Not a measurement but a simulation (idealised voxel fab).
Presented below is a process module, voxel tone inversion.
The width of the displayed cross-section, cut, is 295 nm; its cells are square, with a size of 5 nm.
Cross-section layout: square cells on a grid; listed as bands, top to bottom; a band spans one or more cell rows.
Band: top height; bottom height; in nm. Then, left to right: material with width in nm, for each material. "all across": a single material spanning edge to edge. "air": empty space.
Height datum 0, below which the as-received substrate wafer is one material. Lowest band open at the bottom, running downward: "from 0 down".
Width spec "30 to 40" -> top row of cells at first value, bottom row at second value, equal per-row change in between.
Where a step carries "remains unaltered", the cross-section came out of it unchanged, cell for cell.
Closed-off voids of 8+ cells (no open route to the top) go in "Cavities, closed", written width x height at distance from the left edge, in nm.
Text after the settings on a step's line: the simulator's own remark on that step.
The optional step-line setting "overlay nm" applies to steps with a mask and quantifies how far to the right of its planned location the mask lay, a negative value indicating leftward placement.
Planned process steps:
1) RECEIVE (material Si)
2) CONFORMAL_DEP (material SiN; thk nm 10)
3) DIRECTIONAL_DEP (material polySi; thk nm 20)
4) PATTERN (tone cover; mask id POSTS; material resist; width nm 20; pitch nm 50; thk nm 30; overlay nm 0)
5) DIRECTIONAL_ETCH (etch materials polySi; depth nm 20)
6) STRIP (etch materials resist)
7) FILL_DEP (material lowk; thk nm 10)
8) CMP (height nm 30)
9) STRIP (etch materials polySi)
10) CONFORMAL_DEP (material TiN; thk nm 5)
11) FILL_DEP (material Ru; thk nm 5)
12) CMP (height nm 30)
13) CONFORMAL_DEP (material SiCN; thk nm 5)
The first of two wafers, run as planned:
Shown in cross-section is the wafer as received, that is, as it stands after step 1:
  from 0 down: Si all across
  Cavities, closed: none
Sectional view: wafer, after step 2:
  from 10 to 0: SiN all across
  Unchanged below 0.
Sectional view: wafer, after step 3:
  from 30 to 10: polySi all across
  Unchanged below 10.
Sectional view: wafer, after step 4:
  from 60 to 30: air 110 nm, then resist 20 nm, then air 30 nm, then resist 20 nm, then air 115 nm
  Unchanged below 30.
Sectional view: wafer, after step 5:
  from 60 to 30: air 110 nm, then resist 20 nm, then air 30 nm, then resist 20 nm, then air 115 nm
  from 30 to 10: air 110 nm, then polySi 20 nm, then air 30 nm, then polySi 20 nm, then air 115 nm
  Unchanged below 10.
Sectional view: wafer, after step 6:
  from 30 to 10: air 110 nm, then polySi 20 nm, then air 30 nm, then polySi 20 nm, then air 115 nm
  Unchanged below 10.
Sectional view: wafer, after step 7:
  from 40 to 30: lowk all across
  from 30 to 10: lowk 110 nm, then polySi 20 nm, then lowk 30 nm, then polySi 20 nm, then lowk 115 nm
  Unchanged below 10.
Sectional view: wafer, after step 8:
  from 30 to 10: lowk 110 nm, then polySi 20 nm, then lowk 30 nm, then polySi 20 nm, then lowk 115 nm
  Unchanged below 10.
Sectional view: wafer, after step 9:
  from 30 to 10: lowk 110 nm, then air 20 nm, then lowk 30 nm, then air 20 nm, then lowk 115 nm
  Unchanged below 10.
Sectional view: wafer, after step 10:
  from 35 to 30: TiN 115 nm, then air 10 nm, then TiN 40 nm, then air 10 nm, then TiN 120 nm
  from 30 to 15: lowk 110 nm, then TiN 5 nm, then air 10 nm, then TiN 5 nm, then lowk 30 nm, then TiN 5 nm, then air 10 nm, then TiN 5 nm, then lowk 115 nm
  from 15 to 10: lowk 110 nm, then TiN 20 nm, then lowk 30 nm, then TiN 20 nm, then lowk 115 nm
  Unchanged below 10.
Sectional view: wafer, after step 11:
  from 40 to 35: Ru all across
  from 35 to 30: TiN 115 nm, then Ru 10 nm, then TiN 40 nm, then Ru 10 nm, then TiN 120 nm
  from 30 to 15: lowk 110 nm, then TiN 5 nm, then Ru 10 nm, then TiN 5 nm, then lowk 30 nm, then TiN 5 nm, then Ru 10 nm, then TiN 5 nm, then lowk 115 nm
  Unchanged below 15.
Sectional view: wafer, after step 12:
  from 30 to 15: lowk 110 nm, then TiN 5 nm, then Ru 10 nm, then TiN 5 nm, then lowk 30 nm, then TiN 5 nm, then Ru 10 nm, then TiN 5 nm, then lowk 115 nm
  Unchanged below 15.
Sectional view: wafer, after step 13:
  from 35 to 30: SiCN all across
  Unchanged below 30.
Wafer two of two - same starting point, same process plan, one mistake in execution; matches wafer one up to and including step 1:
Second wafer, sectioned view, at step 2's planned end time:
  from 20 to 0: polySi all across
  Unchanged below 0.
Second wafer, sectioned view, at step 3's planned end time:
  from 30 to 20: SiN all across
  Unchanged below 20.
Second wafer, sectioned view, at step 4's planned end time:
  from 60 to 30: air 110 nm, then resist 20 nm, then air 30 nm, then resist 20 nm, then air 115 nm
  Unchanged below 30.
Second wafer, sectioned view, at step 5's planned end time: remains unaltered
Second wafer, sectioned view, at step 6's planned end time:
  from 30 to 20: SiN all across
  Unchanged below 20.
Second wafer, sectioned view, at step 7's planned end time:
  from 40 to 30: lowk all across
  Unchanged below 30.
Second wafer, sectioned view, at step 8's planned end time:
  from 30 to 20: SiN all across
  Unchanged below 20.
Second wafer, sectioned view, at step 9's planned end time: remains unaltered
Second wafer, sectioned view, at step 10's planned end time:
  from 35 to 30: TiN all across
  Unchanged below 30.
Second wafer, sectioned view, at step 11's planned end time:
  from 40 to 35: Ru all across
  Unchanged below 35.
Second wafer, sectioned view, at step 12's planned end time:
  from 30 to 20: SiN all across
  Unchanged below 20.
Second wafer, sectioned view, at step 13's planned end time:
  from 35 to 30: SiCN all across
  Unchanged below 30.
Deviation noted in wafer processing: steps 2 and 3 swapped
Cell-count delta at end, second wafer over first, by material: 12 fewer of Ru | 20 fewer of TiN | 204 fewer of lowk | 236 more of polySi
